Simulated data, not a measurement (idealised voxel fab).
process module | voxel fin reveal
cross-section cut | 190 nm wide | cells 5 nm
A cross-section is a grid of square cells, given in bands from the top down. A band is one or more rows of cells.
Each band's line starts with the height of the band's top and of its bottom, in nm. Then come its materials from left to right, each with its width in nm. One material with "throughout" fills the band from edge to edge. "air" is empty space.
Height 0 is the level under which the wafer as received is all one material. The lowest band goes on downwards, as in "0 down".
A width such as "30 to 40" changes by the same amount from each row of cells to the next, from the band's top row to its bottom row.
"no change" after a step means that no cell of the cross-section changed.
closed voids: empty space of 8 cells or more with no open way to the top, each as width x height at its distance from the left edge, in nm
after a step's settings: what the simulator itself notes on the step
overlay nm, on a step with a mask: how far to the right of its planned place the mask lay; to the left if negative
plan
1 op RECEIVE | material Si
2 op CONFORMAL_DEP | material SiN | thk nm 5
3 op PATTERN | tone cover | mask id FINS | material resist | width nm 15 | pitch nm 45 | thk nm 20 | overlay nm 0
4 op DIRECTIONAL_ETCH | etch materials SiN | depth nm 5
5 op DIRECTIONAL_ETCH | etch materials Si | depth nm 35
6 op STRIP | etch materials resist
7 op OXIDIZE | depth nm 5
8 op FILL_DEP | material SiO2 | thk nm 5
9 op CMP | height nm 5
10 op SELECTIVE_ETCH | etch materials SiO2 | depth nm 15
11 op STRIP | etch materials SiN
12 op CONFORMAL_DEP | material SiO2 | thk nm 5
as received, after step 1
  0 down: Si throughout
  closed voids: none
a wafer at the end: this start, this plan, one mistake
  15 to 5: air 10 | SiO2 35 | air 10 | SiO2 35 | air 10 | SiO2 35 | air 10 | SiO2 35 | air 10
  5 to 0: SiO2 throughout
  0 to -40: SiO2 25 | Si 5 | SiO2 40 | Si 5 | SiO2 40 | Si 5 | SiO2 40 | Si 5 | SiO2 25
  -40 down: Si throughout
  closed voids: none
what went wrong: step 12 ran as: op CONFORMAL_DEP | material SiO2 | thk nm 15
